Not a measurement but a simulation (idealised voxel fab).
A process module follows: voxel double patterning.
Xsec cut, 175 nm wide, square cell size 5 nm.
In what follows, cross-sections appear as grids of square cells, described through bands that run from the top down, where every band is one or more rows of cells. Look at the band entry: it leads with the top's height and the bottom's height in nm. Then it lists the materials left to right, with a width in nm for each. The word "throughout" on a single material says that material fills the band edge to edge. The word "blank" is empty space. Height datum 0, below which the as-received substrate wafer is one material. Lowest band open at the bottom, running downward: "0 nm and below". The two numbers in a width such as "30 to 40" mark its ends across the band: the first belongs to the top row of cells, the second to the bottom row, and from each row to the next the width moves by the same amount. A step reported as "no modifications" is a step in which no cell of the cross-section changed. "Enclosed cavity list": empty spaces of 8 cells or more with no open way to the top, each given as width x height at distance, distance from the left edge, all in nm. Text after the settings on a step's line: the simulator's own remark on that step. overlay nm: how far to the right of its planned place the mask lay on this masked step (negative: to the left).
## Intended process steps
- 1: RECEIVE, material Si
- 2: CONFORMAL_DEP, material SiO2, thk nm 10
- 3: DIRECTIONAL_DEP, material TiN, thk nm 20
- 4: DIRECTIONAL_DEP, material SiCN, thk nm 5
- 5: PATTERN, tone open, mask id FIRST, material resist, width nm 15, pitch nm 50, thk nm 15, overlay nm 0
- 6: DIRECTIONAL_ETCH, etch materials SiCN, depth nm 5
- 7: STRIP, etch materials resist
- 8: PATTERN, tone open, mask id SECOND, material resist, width nm 15, thk nm 15, overlay nm 0
- 9: DIRECTIONAL_ETCH, etch materials SiCN, depth nm 5
- 10: STRIP, etch materials resist
- 11: DIRECTIONAL_ETCH, etch materials TiN, depth nm 20
- 12: STRIP, etch materials SiCN
## First wafer of two (run as planned)
## Shown in cross-section is the wafer as received, that is, as it stands after step 1
* 0 nm and below  Si throughout
* Enclosed cavity list: none
## How the wafer stands in section after step 2
* 10 nm to 0 nm  SiO2 throughout
* Unchanged below 0.
## How the wafer stands in section after step 3
* 30 nm to 10 nm  TiN throughout
* Unchanged below 10.
## How the wafer stands in section after step 4
* 35 nm to 30 nm  SiCN throughout
* Unchanged below 30.
## How the wafer stands in section after step 5
* 50 nm to 35 nm  55 nm resist / 15 nm blank / 35 nm resist / 15 nm blank / 55 nm resist
* Unchanged below 35.
## How the wafer stands in section after step 6
* 50 nm to 35 nm  55 nm resist / 15 nm blank / 35 nm resist / 15 nm blank / 55 nm resist
* 35 nm to 30 nm  55 nm SiCN / 15 nm blank / 35 nm SiCN / 15 nm blank / 55 nm SiCN
* Unchanged below 30.
## How the wafer stands in section after step 7
* 35 nm to 30 nm  55 nm SiCN / 15 nm blank / 35 nm SiCN / 15 nm blank / 55 nm SiCN
* Unchanged below 30.
## How the wafer stands in section after step 8
* 50 nm to 35 nm  80 nm resist / 15 nm blank / 80 nm resist
* 35 nm to 30 nm  55 nm SiCN / 15 nm resist / 35 nm SiCN / 15 nm resist / 55 nm SiCN
* Unchanged below 30.
## How the wafer stands in section after step 9
* 50 nm to 35 nm  80 nm resist / 15 nm blank / 80 nm resist
* 35 nm to 30 nm  55 nm SiCN / 15 nm resist / 10 nm SiCN / 15 nm blank / 10 nm SiCN / 15 nm resist / 55 nm SiCN
* Unchanged below 30.
## How the wafer stands in section after step 10
* 35 nm to 30 nm  55 nm SiCN / 15 nm blank / 10 nm SiCN / 15 nm blank / 10 nm SiCN / 15 nm blank / 55 nm SiCN
* Unchanged below 30.
## How the wafer stands in section after step 11
* 35 nm to 30 nm  55 nm SiCN / 15 nm blank / 10 nm SiCN / 15 nm blank / 10 nm SiCN / 15 nm blank / 55 nm SiCN
* 30 nm to 10 nm  55 nm TiN / 15 nm blank / 10 nm TiN / 15 nm blank / 10 nm TiN / 15 nm blank / 55 nm TiN
* Unchanged below 10.
## How the wafer stands in section after step 12
* 30 nm to 10 nm  55 nm TiN / 15 nm blank / 10 nm TiN / 15 nm blank / 10 nm TiN / 15 nm blank / 55 nm TiN
* Unchanged below 10.
## What follows concerns the second wafer, which started out like the first and was meant to follow the very same plan; one mistake crept in when it was run, but everything up to and including step 1 is the same as for the first wafer
## Cross-section, second wafer, at the end time the plan gives for step 2
* 20 nm to 0 nm  TiN throughout
* Unchanged below 0.
## Cross-section, second wafer, at the end time the plan gives for step 3
* 30 nm to 20 nm  SiO2 throughout
* Unchanged below 20.
## Cross-section, second wafer, at the end time the plan gives for step 4
* 35 nm to 30 nm  SiCN throughout
* Unchanged below 30.
## Cross-section, second wafer, at the end time the plan gives for step 5
* 50 nm to 35 nm  55 nm resist / 15 nm blank / 35 nm resist / 15 nm blank / 55 nm resist
* Unchanged below 35.
## Cross-section, second wafer, at the end time the plan gives for step 6
* 50 nm to 35 nm  55 nm resist / 15 nm blank / 35 nm resist / 15 nm blank / 55 nm resist
* 35 nm to 30 nm  55 nm SiCN / 15 nm blank / 35 nm SiCN / 15 nm blank / 55 nm SiCN
* Unchanged below 30.
## Cross-section, second wafer, at the end time the plan gives for step 7
* 35 nm to 30 nm  55 nm SiCN / 15 nm blank / 35 nm SiCN / 15 nm blank / 55 nm SiCN
* Unchanged below 30.
## Cross-section, second wafer, at the end time the plan gives for step 8
* 50 nm to 35 nm  80 nm resist / 15 nm blank / 80 nm resist
* 35 nm to 30 nm  55 nm SiCN / 15 nm resist / 35 nm SiCN / 15 nm resist / 55 nm SiCN
* Unchanged below 30.
## Cross-section, second wafer, at the end time the plan gives for step 9
* 50 nm to 35 nm  80 nm resist / 15 nm blank / 80 nm resist
* 35 nm to 30 nm  55 nm SiCN / 15 nm resist / 10 nm SiCN / 15 nm blank / 10 nm SiCN / 15 nm resist / 55 nm SiCN
* Unchanged below 30.
## Cross-section, second wafer, at the end time the plan gives for step 10
* 35 nm to 30 nm  55 nm SiCN / 15 nm blank / 10 nm SiCN / 15 nm blank / 10 nm SiCN / 15 nm blank / 55 nm SiCN
* Unchanged below 30.
Cross-section, second wafer, at the end time the plan gives for step 11: no modifications
## Cross-section, second wafer, at the end time the plan gives for step 12
* 30 nm to 20 nm  SiO2 throughout
* Unchanged below 20.
Nonconformance to the process plan: steps 2 and 3 of the plan were each performed in the slot designated for the other
At the finish, the second wafer shows more or fewer cells for some materials than the first does: +36 TiN
